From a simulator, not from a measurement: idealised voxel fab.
Process module heading - voxel self aligned contacts
We display cut, a cross-section 230 nm in width whose square cells are each 5 nm.
We lay out every cross-section as a grid of square cells and spell it out in bands from the top down, where one band means one or more rows of cells. Each band's line starts with the height of the band's top and of its bottom, in nm. Then come its materials from left to right, each with its width in nm. One material with "full width" fills the band from edge to edge. "blank" is empty space. Counting heights begins at 0, where everything beneath is, in the wafer as received, one material. The lowest band has no bottom; it goes on downwards, as "0 and below" shows. So if you see something like "30..40" for the width, read it as the top row of the band sitting at the first number and the bottom row at the second, with every row in between moving by the same amount as the last. "no modifications" for a step: no cell of the cross-section changed in that step. "Enclosed cavity list" specifies each empty space that is not open to the top and that occupies no fewer than 8 cells, using the form width x height at distance, the distance measured from the left edge and all three quantities in nm. Post-settings text on a step line: simulator's own remark regarding the step. overlay nm: where the mask lay relative to plan, measured to the right, on steps with a mask; negatives go left.

-- Process steps - plan
| 1 | op RECEIVE | material Si |
| 2 | op OXIDIZE | depth nm 5 |
| 3 | op DIRECTIONAL_DEP | material polySi | thk nm 20 |
| 4 | op DIRECTIONAL_DEP | material SiN | thk nm 25 |
| 5 | op PATTERN | tone cover | mask id GATE | material resist | width nm 35 | pitch nm 70 | thk nm 15 | overlay nm 0 |
| 6 | op DIRECTIONAL_ETCH | etch materials SiN | depth nm 25 |
| 7 | op DIRECTIONAL_ETCH | etch materials polySi | depth nm 20 |
| 8 | op STRIP | etch materials resist |
| 9 | op CONFORMAL_DEP | material SiN | thk nm 10 |
| 10 | op DIRECTIONAL_ETCH | etch materials SiN | depth nm 10 |
| 11 | op FILL_DEP | material SiO2 | thk nm 10 |
| 12 | op CMP | height nm 50 |
| 13 | op DIRECTIONAL_DEP | material aC | thk nm 15 |
| 14 | op PATTERN | tone open | mask id CONTACT | material resist | width nm 55 | pitch nm 70 | thk nm 35 | overlay nm 0 |
| 15 | op DIRECTIONAL_ETCH | etch materials aC | depth nm 15 |
| 16 | op STRIP | etch materials resist |
| 17 | op DIRECTIONAL_ETCH | etch materials SiO2 | depth nm 55 |
| 18 | op STRIP | etch materials aC |
| 19 | op CONFORMAL_DEP | material TiN | thk nm 5 |
| 20 | op FILL_DEP | material W | thk nm 5 |
| 21 | op CMP | height nm 50 |
| 22 | op CONFORMAL_DEP | material SiN | thk nm 5 |

-- Wafer at receipt (post step 1), cross-section
0 and below  Si full width
Enclosed cavity list: none

-- End-of-module cross-section of the first of two wafers, processed as planned
55 down to 50  SiN full width
50 down to 45  SiO2 (50) | TiN (25) | W (5) | TiN (25) | SiO2 (15) | TiN (25) | W (5) | TiN (25) | SiO2 (55)
45 down to 20  SiO2 (15) | SiN (55) | TiN (5) | W (5) | TiN (5) | SiN (55) | TiN (5) | W (5) | TiN (5) | SiN (55) | SiO2 (20)
20 down to 0  SiO2 (15) | SiN (10) | polySi (35) | SiN (10) | TiN (5) | W (5) | TiN (5) | SiN (10) | polySi (35) | SiN (10) | TiN (5) | W (5) | TiN (5) | SiN (10) | polySi (35) | SiN (10) | SiO2 (20)
0 down to -5  SiO2 (70) | TiN (15) | SiO2 (55) | TiN (15) | SiO2 (75)
-5 and below  Si full width
Enclosed cavity list: none

-- Cross-sectional view of the second of two wafers upon completion of the module. This wafer shared its starting condition and process plan with the first; one error was made during its execution
55 down to 50  SiN full width
50 down to 45  W (10) | TiN (40) | SiO2 (55) | TiN (15) | SiO2 (55) | TiN (40) | W (15)
45 down to 20  W (10) | TiN (5) | SiN (55) | SiO2 (15) | SiN (55) | SiO2 (15) | SiN (55) | TiN (5) | W (15)
20 down to 0  W (10) | TiN (5) | SiN (10) | polySi (35) | SiN (10) | SiO2 (15) | SiN (10) | polySi (35) | SiN (10) | SiO2 (15) | SiN (10) | polySi (35) | SiN (10) | TiN (5) | W (15)
0 down to -5  TiN (15) | SiO2 (195) | TiN (20)
-5 and below  Si full width
Enclosed cavity list: none
Which mistake was made when the wafer was run? step 14 did not use the planned setting and instead ran as op PATTERN | tone cover | mask id CONTACT | material resist | width nm 55 | pitch nm 70 | thk nm 35 | overlay nm 0
It is noted that, at the conclusion of processing, the second wafer exhibits a higher or lower cell count for certain materials relative to the first: SiO2: 12 fewer, TiN: 18 fewer, W: 30 more
